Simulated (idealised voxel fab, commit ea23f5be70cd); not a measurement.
process module | voxel released beams
cross-section cut | 220 nm wide | cells 5 nm
A cross-section is a grid of square cells, given in bands from the top down. A band is one or more rows of cells.
Each band's line starts with the height of the band's top and of its bottom, in nm. Then come its materials from left to right, each with its width in nm. One material with "throughout" fills the band from edge to edge. "air" is empty space.
Height 0 is the level under which the wafer as received is all one material. The lowest band goes on downwards, as in "0 down".
A width such as "30 to 40" changes by the same amount from each row of cells to the next, from the band's top row to its bottom row.
"no change" after a step means that no cell of the cross-section changed.
closed voids: empty space of 8 cells or more with no open way to the top, each as width x height at its distance from the left edge, in nm
after a step's settings: what the simulator itself notes on the step
overlay nm, on a step with a mask: how far to the right of its planned place the mask lay; to the left if negative
plan
1 op RECEIVE | material Si
2 op CONFORMAL_DEP | material SiN | thk nm 5
3 op DIRECTIONAL_DEP | material SiO2 | thk nm 10
4 op MASKED_ETCH | tone open | mask id ANCHOR | width nm 35 | etch materials SiO2 | depth nm 10 | overlay nm 0
5 op CONFORMAL_DEP | material TiN | thk nm 15
6 op DIRECTIONAL_DEP | material aC | thk nm 10
7 op PATTERN | tone cover | mask id BEAM | material resist | width nm 90 | thk nm 30 | overlay nm 0
8 op DIRECTIONAL_ETCH | etch materials aC | depth nm 10
9 op STRIP | etch materials resist
10 op DIRECTIONAL_ETCH | etch materials TiN | depth nm 15
11 op STRIP | etch materials aC
12 op STRIP | etch materials SiO2
as received, after step 1
  0 down: Si throughout
  closed voids: none
a wafer at the end: this start, this plan, one mistake
  30 to 20: air 60 | TiN 15 | air 5 | TiN 70 | air 70
  20 to 15: air 60 | TiN 90 | air 70
  15 to 5: air 60 | TiN 35 | air 125
  5 to 0: SiN throughout
  0 down: Si throughout
  closed voids: none
what went wrong: step 4 ran as: op MASKED_ETCH | tone open | mask id ANCHOR | width nm 35 | etch materials SiO2 | depth nm 10 | overlay nm -5
